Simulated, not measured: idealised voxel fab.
The process module that follows is named voxel air gaps.
It is cross-section cut that appears here, measuring 300 nm in width, its square cells being 5 nm in size.
If you're reading a cross-section in this doc, picture square cells in a grid; it comes to you as bands, top ones listed first down to the bottom, and a band can be one or more rows of cells.
First you get the band's top height and its bottom height, in nm, and then the materials it's made of, left to right, with each width in nm. If you see a single material with "throughout", that one covers the band edge to edge. "empty" is empty space.
The level at which height equals 0 is the one under which the wafer, as it arrives, is entirely one material. No lower edge exists for the bottom band, which continues downward and is notated as in "z 0 and below".
The expression "30..40" gives the width at the extremes of the band, the first number at its top row of cells and the second at its bottom row, with the width changing by equal amounts from each row to the next in between.
What does "remained the same" mean for a step? It means no cell of the cross-section changed in that step.
"Enclosed cavities": sealed empty spaces, 8 cells or more, no open way to top, listed width x height at distance, with distance from the left edge and width, height and distance in nm.
Text after the settings on a step's line: the simulator's own remark on that step.
"overlay nm" denotes, for a step that has a mask, the displacement of the mask to the right of its planned place, with negative values corresponding to the left.

SET OUT BELOW ARE THE PLANNED STEPS OF THE PROCESS
| 1 | op RECEIVE | material Si |
| 2 | op CONFORMAL_DEP | material SiO2 | thk nm 10 |
| 3 | op CONFORMAL_DEP | material SiCN | thk nm 5 |
| 4 | op DIRECTIONAL_DEP | material SiO2 | thk nm 40 |
| 5 | op MASKED_ETCH | tone open | mask id LINES | width nm 25 | pitch nm 50 | etch materials SiO2 | depth nm 40 | overlay nm 0 |
| 6 | op CONFORMAL_DEP | material TiN | thk nm 5 |
| 7 | op FILL_DEP | material Ru | thk nm 10 |
| 8 | op CMP | height nm 55 |
| 9 | op EPI | material Ru | thk nm 10 |
| 10 | op SELECTIVE_ETCH | etch materials SiO2 | depth nm 50 |
| 11 | op CONFORMAL_DEP | material SiCN | thk nm 5 |

CROSS-SECTION: WAFER ON ARRIVAL = AFTER STEP 1
	z 0 and below | Si throughout
	Enclosed cavities: none

CROSS-SECTIONAL RESULT AFTER MODULE COMPLETION. NOTE: STARTING CONDITION AND PLAN ARE UNCHANGED FROM ABOVE; ONE PROCESSING MISTAKE WAS MADE
	z 70 to 65 | SiCN throughout
	z 65 to 55 | Ru throughout
	z 55 to 50 | TiN 90 nm, Ru 15 nm, TiN 35 nm, Ru 15 nm, TiN 35 nm, Ru 15 nm, TiN 95 nm
	z 50 to 15 | SiO2 85 nm, TiN 5 nm, Ru 15 nm, TiN 5 nm, SiO2 25 nm, TiN 5 nm, Ru 15 nm, TiN 5 nm, SiO2 25 nm, TiN 5 nm, Ru 15 nm, TiN 5 nm, SiO2 90 nm
	z 15 to 10 | SiO2 85 nm, TiN 25 nm, SiO2 25 nm, TiN 25 nm, SiO2 25 nm, TiN 25 nm, SiO2 90 nm
	z 10 to 5 | SiCN throughout
	z 5 to 0 | SiO2 throughout
	z 0 and below | Si throughout
	Enclosed cavities: none
Want to know what went wrong? step 2 ran differently from the plan; actual operation with settings: op CONFORMAL_DEP | material SiO2 | thk nm 5
